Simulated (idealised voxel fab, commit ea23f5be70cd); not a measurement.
The following is a process module called voxel transistor to metal.
Square cell edge 5 nm, section width 185 nm, ID cut.
Reading order for cross-sections: top band down to bottom band. Underlying form: a grid of square cells. Band size: one or more rows of cells.
Read a band's entry like this: the first values are the height of its top and the height of its bottom in nm, and what follows is the sequence of materials from left to right, each with its width in nm. Note that "air" is empty space, and that a single material marked "full width" reaches across the band from edge to edge.
Basically, 0 is our baseline, since under it the wafer straight out of the box is all one material. The bottom band has no lower end and keeps on going down, so it looks like "0 down".
Note: "30 to 40" means the width goes from the first number (top row of the band) to the second number (bottom row) in equal steps per row of cells.
"no alterations made", as given for a step, is the statement that not any cell of the cross-section underwent a change during that step.
Empty spaces without an open route to the top, at least 8 cells in extent, make up the entry "Closed void inventory"; each is given as width x height at distance, where the distance is measured from the left edge, and all are in nm.
Step line, after settings: the simulator's comment on this step.
"overlay nm" on a masked step: distance the mask lay right of its planned place, negative for left.

The steps planned for the process are as follows
| 1 | RECEIVE,material Si |
| 2 | CONFORMAL_DEP,material SiO2,thk nm 5 |
| 3 | CONFORMAL_DEP,material SiN,thk nm 10 |
| 4 | PATTERN,tone cover,mask id ACTIVE,material resist,width nm 95,thk nm 20,overlay nm 0 |
| 5 | DIRECTIONAL_ETCH,etch materials SiN,depth nm 10 |
| 6 | DIRECTIONAL_ETCH,etch materials SiO2,depth nm 5 |
| 7 | DIRECTIONAL_ETCH,etch materials Si,depth nm 35 |
| 8 | STRIP,etch materials resist |
| 9 | FILL_DEP,material SiO2,thk nm 5 |
| 10 | CMP,height nm 15 |
| 11 | SELECTIVE_ETCH,etch materials SiO2,depth nm 10 |
| 12 | STRIP,etch materials SiN |
| 13 | SELECTIVE_ETCH,etch materials SiO2,depth nm 5 |
| 14 | OXIDIZE,depth nm 5 |
| 15 | DIRECTIONAL_DEP,material polySi,thk nm 25 |
| 16 | DIRECTIONAL_DEP,material SiCN,thk nm 10 |
| 17 | DIRECTIONAL_DEP,material aC,thk nm 10 |
| 18 | PATTERN,tone cover,mask id GATE,material resist,width nm 25,thk nm 30,overlay nm 0 |
| 19 | DIRECTIONAL_ETCH,etch materials aC,depth nm 10 |
| 20 | STRIP,etch materials resist |
| 21 | DIRECTIONAL_ETCH,etch materials SiCN,depth nm 20 |
| 22 | DIRECTIONAL_ETCH,etch materials polySi,depth nm 35 |
| 23 | STRIP,etch materials aC |
| 24 | CONFORMAL_DEP,material SiN,thk nm 5 |
| 25 | DIRECTIONAL_ETCH,etch materials SiN,depth nm 5 |
| 26 | DIRECTIONAL_ETCH,etch materials SiO2,depth nm 5 |
| 27 | DIRECTIONAL_ETCH,etch materials Si,depth nm 10 |
| 28 | EPI,material pSi,thk nm 10 |
| 29 | FILL_DEP,material SiO2,thk nm 10 |
| 30 | CMP,height nm 25 |
| 31 | STRIP,etch materials polySi |
| 32 | SELECTIVE_ETCH,etch materials SiO2,depth nm 5 |
| 33 | CONFORMAL_DEP,material HfO2,thk nm 5 |
| 34 | CONFORMAL_DEP,material TiN,thk nm 5 |
| 35 | FILL_DEP,material W,thk nm 5 |
| 36 | CMP,height nm 20 |
| 37 | DIRECTIONAL_DEP,material SiO2,thk nm 10 |
| 38 | PATTERN,tone open,mask id CONTACT,material resist,width nm 15,pitch nm 70,thk nm 15,overlay nm 0 |
| 39 | DIRECTIONAL_ETCH,etch materials SiO2,depth nm 35 |
| 40 | STRIP,etch materials resist |
| 41 | CONFORMAL_DEP,material TiN,thk nm 5 |
| 42 | FILL_DEP,material Ru,thk nm 5 |
| 43 | CMP,height nm 30 |
| 44 | CONFORMAL_DEP,material SiN,thk nm 5 |
| 45 | DIRECTIONAL_DEP,material SiO2,thk nm 15 |
| 46 | PATTERN,tone open,mask id METAL_1,material resist,width nm 15,pitch nm 70,thk nm 20,overlay nm 0 |
| 47 | DIRECTIONAL_ETCH,etch materials SiO2,depth nm 15 |
| 48 | DIRECTIONAL_ETCH,etch materials SiN,depth nm 5 |
| 49 | STRIP,etch materials resist |
| 50 | CONFORMAL_DEP,material TiN,thk nm 5 |
| 51 | FILL_DEP,material Cu,thk nm 5 |
| 52 | CMP,height nm 50 |
| 53 | EPI,material Ru,thk nm 5 |
| 54 | FILL_DEP,material SiCN,thk nm 5 |
| 55 | DIRECTIONAL_DEP,material lowk,thk nm 30 |
| 56 | MASKED_ETCH,tone open,mask id METAL_2,width nm 15,pitch nm 70,etch materials lowk,depth nm 20,overlay nm 0 |
| 57 | MASKED_ETCH,tone open,mask id METAL_2_HOLES,width nm 15,pitch nm 70,etch materials lowk,depth nm 10,overlay nm 0 |
| 58 | MASKED_ETCH,tone open,mask id METAL_2_HOLES,width nm 15,pitch nm 70,etch materials SiCN,depth nm 5,overlay nm 0 |
| 59 | CONFORMAL_DEP,material TiN,thk nm 5 |
| 60 | FILL_DEP,material Cu,thk nm 5 |
| 61 | CMP,height nm 90 |
| 62 | CONFORMAL_DEP,material SiN,thk nm 5 |

First of two wafers: run as planned

Incoming wafer, cross-sectional view, post step 1
- 0 down | Si full width
- Closed void inventory: none

Take a look at the wafer's cross-section after step 2
- 5 to 0 | SiO2 full width
- Everything below 0 is unchanged.

Take a look at the wafer's cross-section after step 3
- 15 to 5 | SiN full width
- Everything below 5 is unchanged.

Take a look at the wafer's cross-section after step 4
- 35 to 15 | air=45, resist=95, air=45
- Everything below 15 is unchanged.

Take a look at the wafer's cross-section after step 5
- 35 to 15 | air=45, resist=95, air=45
- 15 to 5 | air=45, SiN=95, air=45
- Everything below 5 is unchanged.

Take a look at the wafer's cross-section after step 6
- 35 to 15 | air=45, resist=95, air=45
- 15 to 5 | air=45, SiN=95, air=45
- 5 to 0 | air=45, SiO2=95, air=45
- Everything below 0 is unchanged.

Take a look at the wafer's cross-section after step 7
- 35 to 15 | air=45, resist=95, air=45
- 15 to 5 | air=45, SiN=95, air=45
- 5 to 0 | air=45, SiO2=95, air=45
- 0 to -35 | air=45, Si=95, air=45
- Everything below -35 is unchanged.

Take a look at the wafer's cross-section after step 8
- 15 to 5 | air=45, SiN=95, air=45
- Everything below 5 is unchanged.

Take a look at the wafer's cross-section after step 9
- 20 to 15 | SiO2 full width
- 15 to 5 | SiO2=45, SiN=95, SiO2=45
- 5 to 0 | SiO2 full width
- 0 to -35 | SiO2=45, Si=95, SiO2=45
- Everything below -35 is unchanged.

Take a look at the wafer's cross-section after step 10
- 15 to 5 | SiO2=45, SiN=95, SiO2=45
- Everything below 5 is unchanged.

Take a look at the wafer's cross-section after step 11
- 15 to 5 | air=45, SiN=95, air=45
- Everything below 5 is unchanged.

Take a look at the wafer's cross-section after step 12
- 5 to 0 | SiO2 full width
- Everything below 0 is unchanged.

Take a look at the wafer's cross-section after step 13
- 0 to -35 | SiO2=45, Si=95, SiO2=45
- Everything below -35 is unchanged.

Take a look at the wafer's cross-section after step 14
- 0 to -5 | SiO2 full width
- Everything below -5 is unchanged.

Take a look at the wafer's cross-section after step 15
- 25 to 0 | polySi full width
- Everything below 0 is unchanged.

Take a look at the wafer's cross-section after step 16
- 35 to 25 | SiCN full width
- Everything below 25 is unchanged.

Take a look at the wafer's cross-section after step 17
- 45 to 35 | aC full width
- Everything below 35 is unchanged.

Take a look at the wafer's cross-section after step 18
- 75 to 45 | air=80, resist=25, air=80
- Everything below 45 is unchanged.

Take a look at the wafer's cross-section after step 19
- 65 to 45 | air=80, resist=25, air=80
- 45 to 35 | air=80, aC=25, air=80
- Everything below 35 is unchanged.

Take a look at the wafer's cross-section after step 20
- 45 to 35 | air=80, aC=25, air=80
- Everything below 35 is unchanged.

Take a look at the wafer's cross-section after step 21
- 45 to 35 | air=80, aC=25, air=80
- 35 to 25 | air=80, SiCN=25, air=80
- Everything below 25 is unchanged.

Take a look at the wafer's cross-section after step 22
- 45 to 35 | air=80, aC=25, air=80
- 35 to 25 | air=80, SiCN=25, air=80
- 25 to 0 | air=80, polySi=25, air=80
- Everything below 0 is unchanged.

Take a look at the wafer's cross-section after step 23
- 35 to 25 | air=80, SiCN=25, air=80
- Everything below 25 is unchanged.

Take a look at the wafer's cross-section after step 24
- 40 to 35 | air=75, SiN=35, air=75
- 35 to 25 | air=75, SiN=5, SiCN=25, SiN=5, air=75
- 25 to 5 | air=75, SiN=5, polySi=25, SiN=5, air=75
- 5 to 0 | SiN=80, polySi=25, SiN=80
- Everything below 0 is unchanged.

Take a look at the wafer's cross-section after step 25
- 35 to 25 | air=75, SiN=5, SiCN=25, SiN=5, air=75
- 25 to 0 | air=75, SiN=5, polySi=25, SiN=5, air=75
- Everything below 0 is unchanged.

Take a look at the wafer's cross-section after step 26
- 35 to 25 | air=75, SiN=5, SiCN=25, SiN=5, air=75
- 25 to 0 | air=75, SiN=5, polySi=25, SiN=5, air=75
- 0 to -5 | air=75, SiO2=35, air=75
- Everything below -5 is unchanged.

Take a look at the wafer's cross-section after step 27
- 35 to 25 | air=75, SiN=5, SiCN=25, SiN=5, air=75
- 25 to 0 | air=75, SiN=5, polySi=25, SiN=5, air=75
- 0 to -5 | air=75, SiO2=35, air=75
- -5 to -15 | SiO2=45, air=30, Si=35, air=30, SiO2=45
- Everything below -15 is unchanged.

Take a look at the wafer's cross-section after step 28
- 35 to 25 | air=75, SiN=5, SiCN=25, SiN=5, air=75
- 25 to 5 | air=75, SiN=5, polySi=25, SiN=5, air=75
- 5 to 0 | air=65, pSi=10, SiN=5, polySi=25, SiN=5, pSi=10, air=65
- 0 to -5 | air=65, pSi=10, SiO2=35, pSi=10, air=65
- -5 to -15 | SiO2=45, pSi=30, Si=35, pSi=30, SiO2=45
- Everything below -15 is unchanged.

Take a look at the wafer's cross-section after step 29
- 45 to 35 | SiO2 full width
- 35 to 25 | SiO2=75, SiN=5, SiCN=25, SiN=5, SiO2=75
- 25 to 5 | SiO2=75, SiN=5, polySi=25, SiN=5, SiO2=75
- 5 to 0 | SiO2=65, pSi=10, SiN=5, polySi=25, SiN=5, pSi=10, SiO2=65
- 0 to -5 | SiO2=65, pSi=10, SiO2=35, pSi=10, SiO2=65
- Everything below -5 is unchanged.

Take a look at the wafer's cross-section after step 30
- 25 to 5 | SiO2=75, SiN=5, polySi=25, SiN=5, SiO2=75
- Everything below 5 is unchanged.

Take a look at the wafer's cross-section after step 31
- 25 to 5 | SiO2=75, SiN=5, air=25, SiN=5, SiO2=75
- 5 to 0 | SiO2=65, pSi=10, SiN=5, air=25, SiN=5, pSi=10, SiO2=65
- Everything below 0 is unchanged.

Take a look at the wafer's cross-section after step 32
- 25 to 20 | air=75, SiN=5, air=25, SiN=5, air=75
- 20 to 5 | SiO2=75, SiN=5, air=25, SiN=5, SiO2=75
- 5 to 0 | SiO2=65, pSi=10, SiN=5, air=25, SiN=5, pSi=10, SiO2=65
- 0 to -5 | SiO2=65, pSi=10, air=35, pSi=10, SiO2=65
- Everything below -5 is unchanged.

Take a look at the wafer's cross-section after step 33
- 30 to 25 | air=70, HfO2=15, air=15, HfO2=15, air=70
- 25 to 20 | HfO2=75, SiN=5, HfO2=5, air=15, HfO2=5, SiN=5, HfO2=75
- 20 to 5 | SiO2=75, SiN=5, HfO2=5, air=15, HfO2=5, SiN=5, SiO2=75
- 5 to 0 | SiO2=65, pSi=10, SiN=5, HfO2=5, air=15, HfO2=5, SiN=5, pSi=10, SiO2=65
- 0 to -5 | SiO2=65, pSi=10, HfO2=35, pSi=10, SiO2=65
- Everything below -5 is unchanged.

Take a look at the wafer's cross-section after step 34
- 35 to 30 | air=65, TiN=25, air=5, TiN=25, air=65
- 30 to 25 | TiN=70, HfO2=15, TiN=5, air=5, TiN=5, HfO2=15, TiN=70
- 25 to 20 | HfO2=75, SiN=5, HfO2=5, TiN=5, air=5, TiN=5, HfO2=5, SiN=5, HfO2=75
- 20 to 5 | SiO2=75, SiN=5, HfO2=5, TiN=5, air=5, TiN=5, HfO2=5, SiN=5, SiO2=75
- 5 to 0 | SiO2=65, pSi=10, SiN=5, HfO2=5, TiN=15, HfO2=5, SiN=5, pSi=10, SiO2=65
- Everything below 0 is unchanged.

Take a look at the wafer's cross-section after step 35
- 40 to 35 | W full width
- 35 to 30 | W=65, TiN=25, W=5, TiN=25, W=65
- 30 to 25 | TiN=70, HfO2=15, TiN=5, W=5, TiN=5, HfO2=15, TiN=70
- 25 to 20 | HfO2=75, SiN=5, HfO2=5, TiN=5, W=5, TiN=5, HfO2=5, SiN=5, HfO2=75
- 20 to 5 | SiO2=75, SiN=5, HfO2=5, TiN=5, W=5, TiN=5, HfO2=5, SiN=5, SiO2=75
- Everything below 5 is unchanged.

Take a look at the wafer's cross-section after step 36
- 20 to 5 | SiO2=75, SiN=5, HfO2=5, TiN=5, W=5, TiN=5, HfO2=5, SiN=5, SiO2=75
- Everything below 5 is unchanged.

Take a look at the wafer's cross-section after step 37
- 30 to 20 | SiO2 full width
- Everything below 20 is unchanged.

Take a look at the wafer's cross-section after step 38
- 45 to 30 | resist=50, air=15, resist=55, air=15, resist=50
- Everything below 30 is unchanged.

Take a look at the wafer's cross-section after step 39
- 45 to 30 | resist=50, air=15, resist=55, air=15, resist=50
- 30 to 20 | SiO2=50, air=15, SiO2=55, air=15, SiO2=50
- 20 to 5 | SiO2=50, air=15, SiO2=10, SiN=5, HfO2=5, TiN=5, W=5, TiN=5, HfO2=5, SiN=5, SiO2=10, air=15, SiO2=50
- 5 to 0 | SiO2=50, air=15, pSi=10, SiN=5, HfO2=5, TiN=15, HfO2=5, SiN=5, pSi=10, air=15, SiO2=50
- 0 to -5 | SiO2=50, air=15, pSi=10, HfO2=35, pSi=10, air=15, SiO2=50
- Everything below -5 is unchanged.

Take a look at the wafer's cross-section after step 40
- 30 to 20 | SiO2=50, air=15, SiO2=55, air=15, SiO2=50
- Everything below 20 is unchanged.

Take a look at the wafer's cross-section after step 41
- 35 to 30 | TiN=55, air=5, TiN=65, air=5, TiN=55
- 30 to 20 | SiO2=50, TiN=5, air=5, TiN=5, SiO2=55, TiN=5, air=5, TiN=5, SiO2=50
- 20 to 5 | SiO2=50, TiN=5, air=5, TiN=5, SiO2=10, SiN=5, HfO2=5, TiN=5, W=5, TiN=5, HfO2=5, SiN=5, SiO2=10, TiN=5, air=5, TiN=5, SiO2=50
- 5 to 0 | SiO2=50, TiN=5, air=5, TiN=5, pSi=10, SiN=5, HfO2=5, TiN=15, HfO2=5, SiN=5, pSi=10, TiN=5, air=5, TiN=5, SiO2=50
- 0 to -5 | SiO2=50, TiN=15, pSi=10, HfO2=35, pSi=10, TiN=15, SiO2=50
- Everything below -5 is unchanged.

Take a look at the wafer's cross-section after step 42
- 40 to 35 | Ru full width
- 35 to 30 | TiN=55, Ru=5, TiN=65, Ru=5, TiN=55
- 30 to 20 | SiO2=50, TiN=5, Ru=5, TiN=5, SiO2=55, TiN=5, Ru=5, TiN=5, SiO2=50
- 20 to 5 | SiO2=50, TiN=5, Ru=5, TiN=5, SiO2=10, SiN=5, HfO2=5, TiN=5, W=5, TiN=5, HfO2=5, SiN=5, SiO2=10, TiN=5, Ru=5, TiN=5, SiO2=50
- 5 to 0 | SiO2=50, TiN=5, Ru=5, TiN=5, pSi=10, SiN=5, HfO2=5, TiN=15, HfO2=5, SiN=5, pSi=10, TiN=5, Ru=5, TiN=5, SiO2=50
- Everything below 0 is unchanged.

Take a look at the wafer's cross-section after step 43
- 30 to 20 | SiO2=50, TiN=5, Ru=5, TiN=5, SiO2=55, TiN=5, Ru=5, TiN=5, SiO2=50
- Everything below 20 is unchanged.

Take a look at the wafer's cross-section after step 44
- 35 to 30 | SiN full width
- Everything below 30 is unchanged.

Take a look at the wafer's cross-section after step 45
- 50 to 35 | SiO2 full width
- Everything below 35 is unchanged.

Take a look at the wafer's cross-section after step 46
- 70 to 50 | resist=50, air=15, resist=55, air=15, resist=50
- Everything below 50 is unchanged.

Take a look at the wafer's cross-section after step 47
- 70 to 50 | resist=50, air=15, resist=55, air=15, resist=50
- 50 to 35 | SiO2=50, air=15, SiO2=55, air=15, SiO2=50
- Everything below 35 is unchanged.

Take a look at the wafer's cross-section after step 48
- 70 to 50 | resist=50, air=15, resist=55, air=15, resist=50
- 50 to 35 | SiO2=50, air=15, SiO2=55, air=15, SiO2=50
- 35 to 30 | SiN=50, air=15, SiN=55, air=15, SiN=50
- Everything below 30 is unchanged.

Take a look at the wafer's cross-section after step 49
- 50 to 35 | SiO2=50, air=15, SiO2=55, air=15, SiO2=50
- Everything below 35 is unchanged.

Take a look at the wafer's cross-section after step 50
- 55 to 50 | TiN=55, air=5, TiN=65, air=5, TiN=55
- 50 to 35 | SiO2=50, TiN=5, air=5, TiN=5, SiO2=55, TiN=5, air=5, TiN=5, SiO2=50
- 35 to 30 | SiN=50, TiN=15, SiN=55, TiN=15, SiN=50
- Everything below 30 is unchanged.

Take a look at the wafer's cross-section after step 51
- 60 to 55 | Cu full width
- 55 to 50 | TiN=55, Cu=5, TiN=65, Cu=5, TiN=55
- 50 to 35 | SiO2=50, TiN=5, Cu=5, TiN=5, SiO2=55, TiN=5, Cu=5, TiN=5, SiO2=50
- Everything below 35 is unchanged.

Take a look at the wafer's cross-section after step 52
- 50 to 35 | SiO2=50, TiN=5, Cu=5, TiN=5, SiO2=55, TiN=5, Cu=5, TiN=5, SiO2=50
- Everything below 35 is unchanged.

Take a look at the wafer's cross-section after step 53
- 55 to 50 | air=45, Ru=25, air=45, Ru=25, air=45
- Everything below 50 is unchanged.

Take a look at the wafer's cross-section after step 54
- 60 to 55 | SiCN full width
- 55 to 50 | SiCN=45, Ru=25, SiCN=45, Ru=25, SiCN=45
- Everything below 50 is unchanged.

Take a look at the wafer's cross-section after step 55
- 90 to 60 | lowk full width
- Everything below 60 is unchanged.

Take a look at the wafer's cross-section after step 56
- 90 to 70 | lowk=50, air=15, lowk=55, air=15, lowk=50
- Everything below 70 is unchanged.

Take a look at the wafer's cross-section after step 57
- 90 to 60 | lowk=50, air=15, lowk=55, air=15, lowk=50
- Everything below 60 is unchanged.

Take a look at the wafer's cross-section after step 58
- 90 to 60 | lowk=50, air=15, lowk=55, air=15, lowk=50
- 60 to 55 | SiCN=50, air=15, SiCN=55, air=15, SiCN=50
- Everything below 55 is unchanged.

Take a look at the wafer's cross-section after step 59
- 95 to 90 | TiN=55, air=5, TiN=65, air=5, TiN=55
- 90 to 60 | lowk=50, TiN=5, air=5, TiN=5, lowk=55, TiN=5, air=5, TiN=5, lowk=50
- 60 to 55 | SiCN=50, TiN=15, SiCN=55, TiN=15, SiCN=50
- Everything below 55 is unchanged.

Take a look at the wafer's cross-section after step 60
- 100 to 95 | Cu full width
- 95 to 90 | TiN=55, Cu=5, TiN=65, Cu=5, TiN=55
- 90 to 60 | lowk=50, TiN=5, Cu=5, TiN=5, lowk=55, TiN=5, Cu=5, TiN=5, lowk=50
- Everything below 60 is unchanged.

Take a look at the wafer's cross-section after step 61
- 90 to 60 | lowk=50, TiN=5, Cu=5, TiN=5, lowk=55, TiN=5, Cu=5, TiN=5, lowk=50
- Everything below 60 is unchanged.

Take a look at the wafer's cross-section after step 62
- 95 to 90 | SiN full width
- Everything below 90 is unchanged.

Second wafer - shared start and plan with the first - one error in running - same as the first up to step 32 inclusive

What the second wafer looks like in cross-section when step 33 should have wrapped up: no alterations made

What the second wafer looks like in cross-section when step 34 should have wrapped up
- 30 to 25 | air=70, TiN=15, air=15, TiN=15, air=70
- 25 to 20 | TiN=75, SiN=5, TiN=5, air=15, TiN=5, SiN=5, TiN=75
- 20 to 5 | SiO2=75, SiN=5, TiN=5, air=15, TiN=5, SiN=5, SiO2=75
- 5 to 0 | SiO2=65, pSi=10, SiN=5, TiN=5, air=15, TiN=5, SiN=5, pSi=10, SiO2=65
- 0 to -5 | SiO2=65, pSi=10, TiN=35, pSi=10, SiO2=65
- Everything below -5 is unchanged.

What the second wafer looks like in cross-section when step 35 should have wrapped up
- 35 to 30 | W full width
- 30 to 25 | W=70, TiN=15, W=15, TiN=15, W=70
- 25 to 20 | TiN=75, SiN=5, TiN=5, W=15, TiN=5, SiN=5, TiN=75
- 20 to 5 | SiO2=75, SiN=5, TiN=5, W=15, TiN=5, SiN=5, SiO2=75
- 5 to 0 | SiO2=65, pSi=10, SiN=5, TiN=5, W=15, TiN=5, SiN=5, pSi=10, SiO2=65
- Everything below 0 is unchanged.

What the second wafer looks like in cross-section when step 36 should have wrapped up
- 20 to 5 | SiO2=75, SiN=5, TiN=5, W=15, TiN=5, SiN=5, SiO2=75
- Everything below 5 is unchanged.

What the second wafer looks like in cross-section when step 37 should have wrapped up
- 30 to 20 | SiO2 full width
- Everything below 20 is unchanged.

What the second wafer looks like in cross-section when step 38 should have wrapped up
- 45 to 30 | resist=50, air=15, resist=55, air=15, resist=50
- Everything below 30 is unchanged.

What the second wafer looks like in cross-section when step 39 should have wrapped up
- 45 to 30 | resist=50, air=15, resist=55, air=15, resist=50
- 30 to 20 | SiO2=50, air=15, SiO2=55, air=15, SiO2=50
- 20 to 5 | SiO2=50, air=15, SiO2=10, SiN=5, TiN=5, W=15, TiN=5, SiN=5, SiO2=10, air=15, SiO2=50
- 5 to 0 | SiO2=50, air=15, pSi=10, SiN=5, TiN=5, W=15, TiN=5, SiN=5, pSi=10, air=15, SiO2=50
- 0 to -5 | SiO2=50, air=15, pSi=10, TiN=35, pSi=10, air=15, SiO2=50
- Everything below -5 is unchanged.

What the second wafer looks like in cross-section when step 40 should have wrapped up
- 30 to 20 | SiO2=50, air=15, SiO2=55, air=15, SiO2=50
- Everything below 20 is unchanged.

What the second wafer looks like in cross-section when step 41 should have wrapped up
- 35 to 30 | TiN=55, air=5, TiN=65, air=5, TiN=55
- 30 to 20 | SiO2=50, TiN=5, air=5, TiN=5, SiO2=55, TiN=5, air=5, TiN=5, SiO2=50
- 20 to 5 | SiO2=50, TiN=5, air=5, TiN=5, SiO2=10, SiN=5, TiN=5, W=15, TiN=5, SiN=5, SiO2=10, TiN=5, air=5, TiN=5, SiO2=50
- 5 to 0 | SiO2=50, TiN=5, air=5, TiN=5, pSi=10, SiN=5, TiN=5, W=15, TiN=5, SiN=5, pSi=10, TiN=5, air=5, TiN=5, SiO2=50
- 0 to -5 | SiO2=50, TiN=15, pSi=10, TiN=35, pSi=10, TiN=15, SiO2=50
- Everything below -5 is unchanged.

What the second wafer looks like in cross-section when step 42 should have wrapped up
- 40 to 35 | Ru full width
- 35 to 30 | TiN=55, Ru=5, TiN=65, Ru=5, TiN=55
- 30 to 20 | SiO2=50, TiN=5, Ru=5, TiN=5, SiO2=55, TiN=5, Ru=5, TiN=5, SiO2=50
- 20 to 5 | SiO2=50, TiN=5, Ru=5, TiN=5, SiO2=10, SiN=5, TiN=5, W=15, TiN=5, SiN=5, SiO2=10, TiN=5, Ru=5, TiN=5, SiO2=50
- 5 to 0 | SiO2=50, TiN=5, Ru=5, TiN=5, pSi=10, SiN=5, TiN=5, W=15, TiN=5, SiN=5, pSi=10, TiN=5, Ru=5, TiN=5, SiO2=50
- Everything below 0 is unchanged.

What the second wafer looks like in cross-section when step 43 should have wrapped up
- 30 to 20 | SiO2=50, TiN=5, Ru=5, TiN=5, SiO2=55, TiN=5, Ru=5, TiN=5, SiO2=50
- Everything below 20 is unchanged.

What the second wafer looks like in cross-section when step 44 should have wrapped up
- 35 to 30 | SiN full width
- Everything below 30 is unchanged.

What the second wafer looks like in cross-section when step 45 should have wrapped up
- 50 to 35 | SiO2 full width
- Everything below 35 is unchanged.

What the second wafer looks like in cross-section when step 46 should have wrapped up
- 70 to 50 | resist=50, air=15, resist=55, air=15, resist=50
- Everything below 50 is unchanged.

What the second wafer looks like in cross-section when step 47 should have wrapped up
- 70 to 50 | resist=50, air=15, resist=55, air=15, resist=50
- 50 to 35 | SiO2=50, air=15, SiO2=55, air=15, SiO2=50
- Everything below 35 is unchanged.

What the second wafer looks like in cross-section when step 48 should have wrapped up
- 70 to 50 | resist=50, air=15, resist=55, air=15, resist=50
- 50 to 35 | SiO2=50, air=15, SiO2=55, air=15, SiO2=50
- 35 to 30 | SiN=50, air=15, SiN=55, air=15, SiN=50
- Everything below 30 is unchanged.

What the second wafer looks like in cross-section when step 49 should have wrapped up
- 50 to 35 | SiO2=50, air=15, SiO2=55, air=15, SiO2=50
- Everything below 35 is unchanged.

What the second wafer looks like in cross-section when step 50 should have wrapped up
- 55 to 50 | TiN=55, air=5, TiN=65, air=5, TiN=55
- 50 to 35 | SiO2=50, TiN=5, air=5, TiN=5, SiO2=55, TiN=5, air=5, TiN=5, SiO2=50
- 35 to 30 | SiN=50, TiN=15, SiN=55, TiN=15, SiN=50
- Everything below 30 is unchanged.

What the second wafer looks like in cross-section when step 51 should have wrapped up
- 60 to 55 | Cu full width
- 55 to 50 | TiN=55, Cu=5, TiN=65, Cu=5, TiN=55
- 50 to 35 | SiO2=50, TiN=5, Cu=5, TiN=5, SiO2=55, TiN=5, Cu=5, TiN=5, SiO2=50
- Everything below 35 is unchanged.

What the second wafer looks like in cross-section when step 52 should have wrapped up
- 50 to 35 | SiO2=50, TiN=5, Cu=5, TiN=5, SiO2=55, TiN=5, Cu=5, TiN=5, SiO2=50
- Everything below 35 is unchanged.

What the second wafer looks like in cross-section when step 53 should have wrapped up
- 55 to 50 | air=45, Ru=25, air=45, Ru=25, air=45
- Everything below 50 is unchanged.

What the second wafer looks like in cross-section when step 54 should have wrapped up
- 60 to 55 | SiCN full width
- 55 to 50 | SiCN=45, Ru=25, SiCN=45, Ru=25, SiCN=45
- Everything below 50 is unchanged.

What the second wafer looks like in cross-section when step 55 should have wrapped up
- 90 to 60 | lowk full width
- Everything below 60 is unchanged.

What the second wafer looks like in cross-section when step 56 should have wrapped up
- 90 to 70 | lowk=50, air=15, lowk=55, air=15, lowk=50
- Everything below 70 is unchanged.

What the second wafer looks like in cross-section when step 57 should have wrapped up
- 90 to 60 | lowk=50, air=15, lowk=55, air=15, lowk=50
- Everything below 60 is unchanged.

What the second wafer looks like in cross-section when step 58 should have wrapped up
- 90 to 60 | lowk=50, air=15, lowk=55, air=15, lowk=50
- 60 to 55 | SiCN=50, air=15, SiCN=55, air=15, SiCN=50
- Everything below 55 is unchanged.

What the second wafer looks like in cross-section when step 59 should have wrapped up
- 95 to 90 | TiN=55, air=5, TiN=65, air=5, TiN=55
- 90 to 60 | lowk=50, TiN=5, air=5, TiN=5, lowk=55, TiN=5, air=5, TiN=5, lowk=50
- 60 to 55 | SiCN=50, TiN=15, SiCN=55, TiN=15, SiCN=50
- Everything below 55 is unchanged.

What the second wafer looks like in cross-section when step 60 should have wrapped up
- 100 to 95 | Cu full width
- 95 to 90 | TiN=55, Cu=5, TiN=65, Cu=5, TiN=55
- 90 to 60 | lowk=50, TiN=5, Cu=5, TiN=5, lowk=55, TiN=5, Cu=5, TiN=5, lowk=50
- Everything below 60 is unchanged.

What the second wafer looks like in cross-section when step 61 should have wrapped up
- 90 to 60 | lowk=50, TiN=5, Cu=5, TiN=5, lowk=55, TiN=5, Cu=5, TiN=5, lowk=50
- Everything below 60 is unchanged.

What the second wafer looks like in cross-section when step 62 should have wrapped up
- 95 to 90 | SiN full width
- Everything below 90 is unchanged.
Plan not followed: step 33 was dropped from the plan's execution and never run
Upon completion, the second wafer contains, in terms of cells, a greater or smaller amount of certain materials than the first wafer: HfO2 -15, TiN +6, W +9
